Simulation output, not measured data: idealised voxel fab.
process module | voxel double patterning
cross-section cut | 290 nm wide | cells 5 nm
A cross-section is a grid of square cells, given in bands from the top down. A band is one or more rows of cells.
Each band's line starts with the height of the band's top and of its bottom, in nm. Then come its materials from left to right, each with its width in nm. One material with "throughout" fills the band from edge to edge. "air" is empty space.
Height 0 is the level under which the wafer as received is all one material. The lowest band goes on downwards, as in "0 down".
A width such as "30 to 40" changes by the same amount from each row of cells to the next, from the band's top row to its bottom row.
"no change" after a step means that no cell of the cross-section changed.
closed voids: empty space of 8 cells or more with no open way to the top, each as width x height at its distance from the left edge, in nm
after a step's settings: what the simulator itself notes on the step
overlay nm, on a step with a mask: how far to the right of its planned place the mask lay; to the left if negative
plan
1 op RECEIVE | material Si
2 op CONFORMAL_DEP | material SiN | thk nm 5
3 op DIRECTIONAL_DEP | material SiO2 | thk nm 15
4 op DIRECTIONAL_DEP | material SiCN | thk nm 5
5 op DIRECTIONAL_DEP | material aC | thk nm 10
6 op PATTERN | tone open | mask id FIRST | material resist | width nm 15 | pitch nm 50 | thk nm 30 | overlay nm 0
7 op DIRECTIONAL_ETCH | etch materials aC | depth nm 10
8 op STRIP | etch materials resist
9 op DIRECTIONAL_ETCH | etch materials SiCN | depth nm 5
10 op STRIP | etch materials aC
11 op PATTERN | tone open | mask id SECOND | material resist | width nm 15 | thk nm 20 | overlay nm -15
12 op DIRECTIONAL_ETCH | etch materials SiCN | depth nm 5
13 op STRIP | etch materials resist
14 op DIRECTIONAL_ETCH | etch materials SiO2 | depth nm 15
15 op STRIP | etch materials SiCN
varied across the wafers: overlay nm of step 11. The plan shows the first wafer's value. All wafers start alike
first wafer as received, after step 1
  0 down: Si throughout
  closed voids: none
each wafer at the end: cells of each material gained (+) or lost (-) since it was received, then its closed voids
overlay nm -15 | +58 SiN | +150 SiO2 | closed voids: none
overlay nm -10 | +58 SiN | +147 SiO2 | closed voids: none
overlay nm -5 | +58 SiN | +147 SiO2 | closed voids: none
overlay nm 0 | +58 SiN | +147 SiO2 | closed voids: none
overlay nm 5 | +58 SiN | +147 SiO2 | closed voids: none
overlay nm 10 | +58 SiN | +147 SiO2 | closed voids: none
overlay nm 15 | +58 SiN | +150 SiO2 | closed voids: none
